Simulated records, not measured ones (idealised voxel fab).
process module | voxel wiring stack
cross-section cut | 185 nm wide | cells 5 nm
A cross-section is a grid of square cells, given in bands from the top down. A band is one or more rows of cells.
Each band's line starts with the height of the band's top and of its bottom, in nm. Then come its materials from left to right, each with its width in nm. One material with "throughout" fills the band from edge to edge. "air" is empty space.
Height 0 is the level under which the wafer as received is all one material. The lowest band goes on downwards, as in "0 down".
A width such as "30 to 40" changes by the same amount from each row of cells to the next, from the band's top row to its bottom row.
"no change" after a step means that no cell of the cross-section changed.
closed voids: empty space of 8 cells or more with no open way to the top, each as width x height at its distance from the left edge, in nm
after a step's settings: what the simulator itself notes on the step
overlay nm, on a step with a mask: how far to the right of its planned place the mask lay; to the left if negative
plan
1 op RECEIVE | material Si
2 op CONFORMAL_DEP | material SiO2 | thk nm 10
3 op DIRECTIONAL_DEP | material TiN | thk nm 5
4 op DIRECTIONAL_DEP | material Ru | thk nm 25
5 op MASKED_ETCH | tone cover | mask id METAL_1 | width nm 20 | pitch nm 45 | etch materials Ru | depth nm 25 | overlay nm 0
6 op MASKED_ETCH | tone cover | mask id METAL_1 | width nm 20 | pitch nm 45 | etch materials TiN | depth nm 5 | overlay nm 0
7 op CONFORMAL_DEP | material SiCN | thk nm 5
8 op FILL_DEP | material SiO2 | thk nm 10
9 op CMP | height nm 40
10 op CONFORMAL_DEP | material SiCN | thk nm 5
11 op DIRECTIONAL_DEP | material SiO2 | thk nm 15
12 op MASKED_ETCH | tone open | mask id PLUG_1 | width nm 15 | pitch nm 45 | etch materials SiO2 | depth nm 15 | overlay nm 0
13 op MASKED_ETCH | tone open | mask id PLUG_1 | width nm 15 | pitch nm 45 | etch materials SiCN | depth nm 5 | overlay nm 0
14 op EPI | material Ru | thk nm 10
15 op EPI | material Ru | thk nm 10
16 op DIRECTIONAL_DEP | material TiN | thk nm 5
17 op DIRECTIONAL_DEP | material Ru | thk nm 20
18 op DIRECTIONAL_DEP | material aC | thk nm 15
19 op PATTERN | tone cover | mask id METAL_2 | material resist | width nm 20 | pitch nm 45 | thk nm 30 | overlay nm 0
20 op DIRECTIONAL_ETCH | etch materials aC | depth nm 15
21 op STRIP | etch materials resist
22 op DIRECTIONAL_ETCH | etch materials Ru | depth nm 20
23 op DIRECTIONAL_ETCH | etch materials TiN | depth nm 5
24 op STRIP | etch materials aC
25 op FILL_DEP | material lowk | thk nm 5
26 op CMP | height nm 85
27 op CONFORMAL_DEP | material SiCN | thk nm 5
as received, after step 1
  0 down: Si throughout
  closed voids: none
a wafer at the end: this start, this plan, one mistake
  90 to 85: SiCN throughout
  85 to 65: lowk 35 | Ru 20 | lowk 25 | Ru 20 | lowk 25 | Ru 20 | lowk 40
  65 to 60: lowk 35 | TiN 20 | lowk 25 | TiN 20 | lowk 25 | TiN 20 | lowk 40
  60 to 45: SiO2 35 | Ru 15 | SiO2 30 | Ru 15 | SiO2 30 | Ru 15 | SiO2 45
  45 to 40: SiCN 35 | Ru 15 | SiCN 30 | Ru 15 | SiCN 30 | Ru 15 | SiCN 45
  40 to 20: SiO2 30 | SiCN 5 | Ru 20 | SiCN 5 | SiO2 15 | SiCN 5 | Ru 20 | SiCN 5 | SiO2 15 | SiCN 5 | Ru 20 | SiCN 5 | SiO2 35
  20 to 15: SiCN 35 | Ru 20 | SiCN 25 | Ru 20 | SiCN 25 | Ru 20 | SiCN 40
  15 to 5: SiO2 throughout
  5 to 0: TiN throughout
  0 down: Si throughout
  closed voids: none
what went wrong: steps 2 and 3 were swapped
